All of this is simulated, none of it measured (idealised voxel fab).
Documented hereafter: the process module known as voxel trench capacitor.
Square cell edge 5 nm, section width 225 nm, ID cut.
A cross-section is written here as square cells arranged in a grid, and it is given in bands from the top down, each band taking up one or more rows of cells.
This entry defines a band. It first specifies the height of the band's top and the height of its bottom in nm, and then specifies the band's materials from left to right, stating each material with its width in nm. The word "throughout" identifies a single material that fills the band from edge to edge, while the word "empty" identifies empty space.
Beneath 0, the wafer as received is one material, and that level is where height counting begins. The lowest band goes on downward without a bottom; it is written like "0 -> down".
The notation "30 to 40" denotes a width that varies across the rows of cells in the band, beginning at the first number in the top row, finishing at the second number in the bottom row, and changing by an identical amount from each row to the next.
"no alteration", as given for a step, is the statement that not any cell of the cross-section underwent a change during that step.
"Cavities, sealed" specifies each empty space that is not open to the top and that occupies no fewer than 8 cells, using the form width x height at distance, the distance measured from the left edge and all three quantities in nm.
The remark found on a step's line after its settings is issued by the simulator itself and pertains to that step.
Regarding "overlay nm": on a step with a mask, it is the distance the mask lay to the right of its planned place; a negative value places it to the left.
The remainder of this document consists of a sequence of paired cross-sections. Each pair presents the cross-section prior to one process step together with the cross-section following it, the latter being rendered only as deep as the lowest band that underwent change. The intervening step, together with its settings, is stated beneath each pair. Because the pairs may originate from different runs of this module on the same starting wafer, a given pair is to be read as continuing from the preceding pair only where its entry headed "Before the step" so indicates.
[Before the step]
    0 -> down = Si throughout
    Cavities, sealed: none
[Result of Step]
    10 -> 0 = SiN throughout
    Anything lower than 0 is untouched.
    Cavities, sealed: none
Step lying between the two cross-sections just above: op CONFORMAL_DEP | material SiN | thk nm 10
Before the step: check the pair just above; its after cross-section is our before state.
[Result of Step]
    10 -> 0 = SiN=55, then empty=20, then SiN=25, then empty=20, then SiN=25, then empty=20, then SiN=60
    Anything lower than 0 is untouched.
    Cavities, sealed: none
Step lying between the two cross-sections just above: op MASKED_ETCH | tone open | mask id TRENCH | width nm 20 | pitch nm 45 | etch materials SiN | depth nm 10 | overlay nm 0
Before the step: check the pair just above; its after cross-section is our before state.
[Result of Step]
    10 -> 0 = SiN=55, then empty=20, then SiN=25, then empty=20, then SiN=25, then empty=20, then SiN=60
    0 -> -25 = Si=55, then empty=20, then Si=25, then empty=20, then Si=25, then empty=20, then Si=60
    Anything lower than -25 is untouched.
    Cavities, sealed: none
Step lying between the two cross-sections just above: op MASKED_ETCH | tone open | mask id TRENCH | width nm 20 | pitch nm 45 | etch materials Si | depth nm 25 | overlay nm 0
Before the step: check the pair just above; its after cross-section is our before state.
[Result of Step]
    15 -> 10 = SiO2=60, then empty=10, then SiO2=35, then empty=10, then SiO2=35, then empty=10, then SiO2=65
    10 -> 0 = SiN=55, then SiO2=5, then empty=10, then SiO2=5, then SiN=25, then SiO2=5, then empty=10, then SiO2=5, then SiN=25, then SiO2=5, then empty=10, then SiO2=5, then SiN=60
    0 -> -20 = Si=55, then SiO2=5, then empty=10, then SiO2=5, then Si=25, then SiO2=5, then empty=10, then SiO2=5, then Si=25, then SiO2=5, then empty=10, then SiO2=5, then Si=60
    -20 -> -25 = Si=55, then SiO2=20, then Si=25, then SiO2=20, then Si=25, then SiO2=20, then Si=60
    Anything lower than -25 is untouched.
    Cavities, sealed: none
Step lying between the two cross-sections just above: op CONFORMAL_DEP | material SiO2 | thk nm 5
Before the step: check the pair just above; its after cross-section is our before state.
[Result of Step]
    20 -> 15 = polySi throughout
    15 -> 10 = SiO2=60, then polySi=10, then SiO2=35, then polySi=10, then SiO2=35, then polySi=10, then SiO2=65
    10 -> 0 = SiN=55, then SiO2=5, then polySi=10, then SiO2=5, then SiN=25, then SiO2=5, then polySi=10, then SiO2=5, then SiN=25, then SiO2=5, then polySi=10, then SiO2=5, then SiN=60
    0 -> -20 = Si=55, then SiO2=5, then polySi=10, then SiO2=5, then Si=25, then SiO2=5, then polySi=10, then SiO2=5, then Si=25, then SiO2=5, then polySi=10, then SiO2=5, then Si=60
    Anything lower than -20 is untouched.
    Cavities, sealed: none
Step lying between the two cross-sections just above: op FILL_DEP | material polySi | thk nm 5
Before the step: check the pair just above; its after cross-section is our before state.
[Result of Step]
    10 -> 0 = SiN=55, then SiO2=5, then polySi=10, then SiO2=5, then SiN=25, then SiO2=5, then polySi=10, then SiO2=5, then SiN=25, then SiO2=5, then polySi=10, then SiO2=5, then SiN=60
    Anything lower than 0 is untouched.
    Cavities, sealed: none
Step lying between the two cross-sections just above: op CMP | height nm 10
[Before the step]
    0 -> down = Si throughout
    Cavities, sealed: none
[Result of Step]
    0 -> -25 = Si=55, then empty=20, then Si=25, then empty=20, then Si=25, then empty=20, then Si=60
    Anything lower than -25 is untouched.
    Cavities, sealed: none
Step lying between the two cross-sections just above: op MASKED_ETCH | tone open | mask id TRENCH | width nm 20 | pitch nm 45 | etch materials Si | depth nm 25 | overlay nm 0
Before the step: check the pair just above; its after cross-section is our before state.
[Result of Step]
    5 -> 0 = SiO2=60, then empty=10, then SiO2=35, then empty=10, then SiO2=35, then empty=10, then SiO2=65
    0 -> -20 = Si=55, then SiO2=5, then empty=10, then SiO2=5, then Si=25, then SiO2=5, then empty=10, then SiO2=5, then Si=25, then SiO2=5, then empty=10, then SiO2=5, then Si=60
    -20 -> -25 = Si=55, then SiO2=20, then Si=25, then SiO2=20, then Si=25, then SiO2=20, then Si=60
    Anything lower than -25 is untouched.
    Cavities, sealed: none
Step lying between the two cross-sections just above: op CONFORMAL_DEP | material SiO2 | thk nm 5
Before the step: check the pair just above; its after cross-section is our before state.
[Result of Step]
    10 -> 5 = polySi throughout
    5 -> 0 = SiO2=60, then polySi=10, then SiO2=35, then polySi=10, then SiO2=35, then polySi=10, then SiO2=65
    0 -> -20 = Si=55, then SiO2=5, then polySi=10, then SiO2=5, then Si=25, then SiO2=5, then polySi=10, then SiO2=5, then Si=25, then SiO2=5, then polySi=10, then SiO2=5, then Si=60
    Anything lower than -20 is untouched.
    Cavities, sealed: none
Step lying between the two cross-sections just above: op FILL_DEP | material polySi | thk nm 5
[Before the step]
    10 -> 0 = SiN=55, then empty=20, then SiN=25, then empty=20, then SiN=25, then empty=20, then SiN=60
    0 -> -25 = Si=55, then empty=20, then Si=25, then empty=20, then Si=25, then empty=20, then Si=60
    -25 -> down = Si throughout
    Cavities, sealed: none
[Result of Step]
    10 -> 0 = SiN=55, then empty=20, then SiN=25, then empty=20, then SiN=25, then empty=20, then SiN=60
    0 -> -50 = Si=55, then empty=20, then Si=25, then empty=20, then Si=25, then empty=20, then Si=60
    Anything lower than -50 is untouched.
    Cavities, sealed: none
Step lying between the two cross-sections just above: op MASKED_ETCH | tone open | mask id TRENCH | width nm 20 | pitch nm 45 | etch materials Si | depth nm 25 | overlay nm 0
Before the step: check the pair just above; its after cross-section is our before state.
[Result of Step]
    15 -> 10 = SiO2=60, then empty=10, then SiO2=35, then empty=10, then SiO2=35, then empty=10, then SiO2=65
    10 -> 0 = SiN=55, then SiO2=5, then empty=10, then SiO2=5, then SiN=25, then SiO2=5, then empty=10, then SiO2=5, then SiN=25, then SiO2=5, then empty=10, then SiO2=5, then SiN=60
    0 -> -45 = Si=55, then SiO2=5, then empty=10, then SiO2=5, then Si=25, then SiO2=5, then empty=10, then SiO2=5, then Si=25, then SiO2=5, then empty=10, then SiO2=5, then Si=60
    -45 -> -50 = Si=55, then SiO2=20, then Si=25, then SiO2=20, then Si=25, then SiO2=20, then Si=60
    Anything lower than -50 is untouched.
    Cavities, sealed: none
Step lying between the two cross-sections just above: op CONFORMAL_DEP | material SiO2 | thk nm 5
Before the step: check the pair just above; its after cross-section is our before state.
[Result of Step]
    20 -> 15 = polySi throughout
    15 -> 10 = SiO2=60, then polySi=10, then SiO2=35, then polySi=10, then SiO2=35, then polySi=10, then SiO2=65
    10 -> 0 = SiN=55, then SiO2=5, then polySi=10, then SiO2=5, then SiN=25, then SiO2=5, then polySi=10, then SiO2=5, then SiN=25, then SiO2=5, then polySi=10, then SiO2=5, then SiN=60
    0 -> -45 = Si=55, then SiO2=5, then polySi=10, then SiO2=5, then Si=25, then SiO2=5, then polySi=10, then SiO2=5, then Si=25, then SiO2=5, then polySi=10, then SiO2=5, then Si=60
    Anything lower than -45 is untouched.
    Cavities, sealed: none
Step lying between the two cross-sections just above: op FILL_DEP | material polySi | thk nm 5
Before the step: check the pair just above; its after cross-section is our before state.
[Result of Step]
    10 -> 0 = SiN=55, then SiO2=5, then polySi=10, then SiO2=5, then SiN=25, then SiO2=5, then polySi=10, then SiO2=5, then SiN=25, then SiO2=5, then polySi=10, then SiO2=5, then SiN=60
    Anything lower than 0 is untouched.
    Cavities, sealed: none
Step lying between the two cross-sections just above: op CMP | height nm 10
[Before the step]
    20 -> 15 = polySi throughout
    15 -> 10 = SiO2=60, then polySi=10, then SiO2=35, then polySi=10, then SiO2=35, then polySi=10, then SiO2=65
    10 -> 0 = SiN=55, then SiO2=5, then polySi=10, then SiO2=5, then SiN=25, then SiO2=5, then polySi=10, then SiO2=5, then SiN=25, then SiO2=5, then polySi=10, then SiO2=5, then SiN=60
    0 -> -20 = Si=55, then SiO2=5, then polySi=10, then SiO2=5, then Si=25, then SiO2=5, then polySi=10, then SiO2=5, then Si=25, then SiO2=5, then polySi=10, then SiO2=5, then Si=60
    -20 -> -25 = Si=55, then SiO2=20, then Si=25, then SiO2=20, then Si=25, then SiO2=20, then Si=60
    -25 -> down = Si throughout
    Cavities, sealed: none
[Result of Step]
    15 -> 10 = SiO2=60, then polySi=10, then SiO2=35, then polySi=10, then SiO2=35, then polySi=10, then SiO2=65
    Anything lower than 10 is untouched.
    Cavities, sealed: none
Step lying between the two cross-sections just above: op CMP | height nm 15
[Before the step]
    10 -> 0 = SiN throughout
    0 -> down = Si throughout
    Cavities, sealed: none
[Result of Step]
    10 -> 0 = SiN=60, then empty=15, then SiN=30, then empty=15, then SiN=30, then empty=15, then SiN=60
    Anything lower than 0 is untouched.
    Cavities, sealed: none
Step lying between the two cross-sections just above: op MASKED_ETCH | tone open | mask id TRENCH | width nm 15 | pitch nm 45 | etch materials SiN | depth nm 10 | overlay nm 0
Before the step: check the pair just above; its after cross-section is our before state.
[Result of Step]
    10 -> 0 = SiN=60, then empty=15, then SiN=30, then empty=15, then SiN=30, then empty=15, then SiN=60
    0 -> -25 = Si=60, then empty=15, then Si=30, then empty=15, then Si=30, then empty=15, then Si=60
    Anything lower than -25 is untouched.
    Cavities, sealed: none
Step lying between the two cross-sections just above: op MASKED_ETCH | tone open | mask id TRENCH | width nm 20 | pitch nm 45 | etch materials Si | depth nm 25 | overlay nm 0
Before the step: check the pair just above; its after cross-section is our before state.
[Result of Step]
    15 -> 10 = SiO2=65, then empty=5, then SiO2=40, then empty=5, then SiO2=40, then empty=5, then SiO2=65
    10 -> 0 = SiN=60, then SiO2=5, then empty=5, then SiO2=5, then SiN=30, then SiO2=5, then empty=5, then SiO2=5, then SiN=30, then SiO2=5, then empty=5, then SiO2=5, then SiN=60
    0 -> -20 = Si=60, then SiO2=5, then empty=5, then SiO2=5, then Si=30, then SiO2=5, then empty=5, then SiO2=5, then Si=30, then SiO2=5, then empty=5, then SiO2=5, then Si=60
    -20 -> -25 = Si=60, then SiO2=15, then Si=30, then SiO2=15, then Si=30, then SiO2=15, then Si=60
    Anything lower than -25 is untouched.
    Cavities, sealed: none
Step lying between the two cross-sections just above: op CONFORMAL_DEP | material SiO2 | thk nm 5
Before the step: check the pair just above; its after cross-section is our before state.
[Result of Step]
    20 -> 15 = polySi throughout
    15 -> 10 = SiO2=65, then polySi=5, then SiO2=40, then polySi=5, then SiO2=40, then polySi=5, then SiO2=65
    10 -> 0 = SiN=60, then SiO2=5, then polySi=5, then SiO2=5, then SiN=30, then SiO2=5, then polySi=5, then SiO2=5, then SiN=30, then SiO2=5, then polySi=5, then SiO2=5, then SiN=60
    0 -> -20 = Si=60, then SiO2=5, then polySi=5, then SiO2=5, then Si=30, then SiO2=5, then polySi=5, then SiO2=5, then Si=30, then SiO2=5, then polySi=5, then SiO2=5, then Si=60
    Anything lower than -20 is untouched.
    Cavities, sealed: none
Step lying between the two cross-sections just above: op FILL_DEP | material polySi | thk nm 5
Before the step: check the pair just above; its after cross-section is our before state.
[Result of Step]
    10 -> 0 = SiN=60, then SiO2=5, then polySi=5, then SiO2=5, then SiN=30, then SiO2=5, then polySi=5, then SiO2=5, then SiN=30, then SiO2=5, then polySi=5, then SiO2=5, then SiN=60
    Anything lower than 0 is untouched.
    Cavities, sealed: none
Step lying between the two cross-sections just above: op CMP | height nm 10
[Before the step]
    10 -> 0 = SiN throughout
    0 -> down = Si throughout
    Cavities, sealed: none
[Result of Step]
    10 -> 0 = SiN=60, then empty=20, then SiN=25, then empty=20, then SiN=25, then empty=20, then SiN=55
    Anything lower than 0 is untouched.
    Cavities, sealed: none
Step lying between the two cross-sections just above: op MASKED_ETCH | tone open | mask id TRENCH | width nm 20 | pitch nm 45 | etch materials SiN | depth nm 10 | overlay nm 5
Before the step: check the pair just above; its after cross-section is our before state.
[Result of Step]
    10 -> 0 = SiN=60, then empty=20, then SiN=25, then empty=20, then SiN=25, then empty=20, then SiN=55
    0 -> -25 = Si=60, then empty=15, then Si=30, then empty=15, then Si=30, then empty=15, then Si=60
    Anything lower than -25 is untouched.
    Cavities, sealed: none
Step lying between the two cross-sections just above: op MASKED_ETCH | tone open | mask id TRENCH | width nm 20 | pitch nm 45 | etch materials Si | depth nm 25 | overlay nm 0
Before the step: check the pair just above; its after cross-section is our before state.
[Result of Step]
    15 -> 10 = SiO2=65, then empty=10, then SiO2=35, then empty=10, then SiO2=35, then empty=10, then SiO2=60
    10 -> 0 = SiN=60, then SiO2=5, then empty=10 to 5, then SiO2=5 to 10, then SiN=25, then SiO2=5, then empty=10 to 5, then SiO2=5 to 10, then SiN=25, then SiO2=5, then empty=10 to 5, then SiO2=5 to 10, then SiN=55
    0 -> -20 = Si=60, then SiO2=5, then empty=5, then SiO2=5, then Si=30, then SiO2=5, then empty=5, then SiO2=5, then Si=30, then SiO2=5, then empty=5, then SiO2=5, then Si=60
    -20 -> -25 = Si=60, then SiO2=15, then Si=30, then SiO2=15, then Si=30, then SiO2=15, then Si=60
    Anything lower than -25 is untouched.
    Cavities, sealed: none
Step lying between the two cross-sections just above: op CONFORMAL_DEP | material SiO2 | thk nm 5
Before the step: check the pair just above; its after cross-section is our before state.
[Result of Step]
    20 -> 15 = polySi throughout
    15 -> 10 = SiO2=65, then polySi=10, then SiO2=35, then polySi=10, then SiO2=35, then polySi=10, then SiO2=60
    10 -> 0 = SiN=60, then SiO2=5, then polySi=10 to 5, then SiO2=5 to 10, then SiN=25, then SiO2=5, then polySi=10 to 5, then SiO2=5 to 10, then SiN=25, then SiO2=5, then polySi=10 to 5, then SiO2=5 to 10, then SiN=55
    0 -> -20 = Si=60, then SiO2=5, then polySi=5, then SiO2=5, then Si=30, then SiO2=5, then polySi=5, then SiO2=5, then Si=30, then SiO2=5, then polySi=5, then SiO2=5, then Si=60
    Anything lower than -20 is untouched.
    Cavities, sealed: none
Step lying between the two cross-sections just above: op FILL_DEP | material polySi | thk nm 5
Before the step: check the pair just above; its after cross-section is our before state.
[Result of Step]
    10 -> 0 = SiN=60, then SiO2=5, then polySi=10 to 5, then SiO2=5 to 10, then SiN=25, then SiO2=5, then polySi=10 to 5, then SiO2=5 to 10, then SiN=25, then SiO2=5, then polySi=10 to 5, then SiO2=5 to 10, then SiN=55
    Anything lower than 0 is untouched.
    Cavities, sealed: none
Step lying between the two cross-sections just above: op CMP | height nm 10
[Before the step]
    15 -> 10 = SiO2=60, then empty=10, then SiO2=35, then empty=10, then SiO2=35, then empty=10, then SiO2=65
    10 -> 0 = SiN=55, then SiO2=5, then empty=10, then SiO2=5, then SiN=25, then SiO2=5, then empty=10, then SiO2=5, then SiN=25, then SiO2=5, then empty=10, then SiO2=5, then SiN=60
    0 -> -20 = Si=55, then SiO2=5, then empty=10, then SiO2=5, then Si=25, then SiO2=5, then empty=10, then SiO2=5, then Si=25, then SiO2=5, then empty=10, then SiO2=5, then Si=60
    -20 -> -25 = Si=55, then SiO2=20, then Si=25, then SiO2=20, then Si=25, then SiO2=20, then Si=60
    -25 -> down = Si throughout
    Cavities, sealed: none
[Result of Step]
    20 -> 15 = SiN throughout
    15 -> 10 = SiO2=60, then SiN=10, then SiO2=35, then SiN=10, then SiO2=35, then SiN=10, then SiO2=65
    10 -> 0 = SiN=55, then SiO2=5, then SiN=10, then SiO2=5, then SiN=25, then SiO2=5, then SiN=10, then SiO2=5, then SiN=25, then SiO2=5, then SiN=10, then SiO2=5, then SiN=60
    0 -> -20 = Si=55, then SiO2=5, then SiN=10, then SiO2=5, then Si=25, then SiO2=5, then SiN=10, then SiO2=5, then Si=25, then SiO2=5, then SiN=10, then SiO2=5, then Si=60
    Anything lower than -20 is untouched.
    Cavities, sealed: none
Step lying between the two cross-sections just above: op FILL_DEP | material SiN | thk nm 5
Before the step: check the pair just above; its after cross-section is our before state.
[Result of Step]
    10 -> 0 = SiN=55, then SiO2=5, then SiN=10, then SiO2=5, then SiN=25, then SiO2=5, then SiN=10, then SiO2=5, then SiN=25, then SiO2=5, then SiN=10, then SiO2=5, then SiN=60
    Anything lower than 0 is untouched.
    Cavities, sealed: none
Step lying between the two cross-sections just above: op CMP | height nm 10
[Before the step]
    10 -> 0 = SiN throughout
    0 -> down = Si throughout
    Cavities, sealed: none
[Result of Step]
    10 -> 0 = empty=55, then SiN=20, then empty=25, then SiN=20, then empty=25, then SiN=20, then empty=60
    Anything lower than 0 is untouched.
    Cavities, sealed: none
Step lying between the two cross-sections just above: op MASKED_ETCH | tone cover | mask id TRENCH | width nm 20 | pitch nm 45 | etch materials SiN | depth nm 10 | overlay nm 0
Before the step: check the pair just above; its after cross-section is our before state.
[Result of Step]
    15 -> 10 = empty=50, then SiO2=30, then empty=15, then SiO2=30, then empty=15, then SiO2=30, then empty=55
    10 -> 5 = empty=50, then SiO2=5, then SiN=20, then SiO2=5, then empty=15, then SiO2=5, then SiN=20, then SiO2=5, then empty=15, then SiO2=5, then SiN=20, then SiO2=5, then empty=55
    5 -> 0 = SiO2=55, then SiN=20, then SiO2=25, then SiN=20, then SiO2=25, then SiN=20, then SiO2=60
    Anything lower than 0 is untouched.
    Cavities, sealed: none
Step lying between the two cross-sections just above: op CONFORMAL_DEP | material SiO2 | thk nm 5
Before the step: check the pair just above; its after cross-section is our before state.
[Result of Step]
    20 -> 15 = polySi throughout
    15 -> 10 = polySi=50, then SiO2=30, then polySi=15, then SiO2=30, then polySi=15, then SiO2=30, then polySi=55
    10 -> 5 = polySi=50, then SiO2=5, then SiN=20, then SiO2=5, then polySi=15, then SiO2=5, then SiN=20, then SiO2=5, then polySi=15, then SiO2=5, then SiN=20, then SiO2=5, then polySi=55
    Anything lower than 5 is untouched.
    Cavities, sealed: none
Step lying between the two cross-sections just above: op FILL_DEP | material polySi | thk nm 5
Before the step: check the pair just above; its after cross-section is our before state.
[Result of Step]
    10 -> 5 = polySi=50, then SiO2=5, then SiN=20, then SiO2=5, then polySi=15, then SiO2=5, then SiN=20, then SiO2=5, then polySi=15, then SiO2=5, then SiN=20, then SiO2=5, then polySi=55
    Anything lower than 5 is untouched.
    Cavities, sealed: none
Step lying between the two cross-sections just above: op CMP | height nm 10
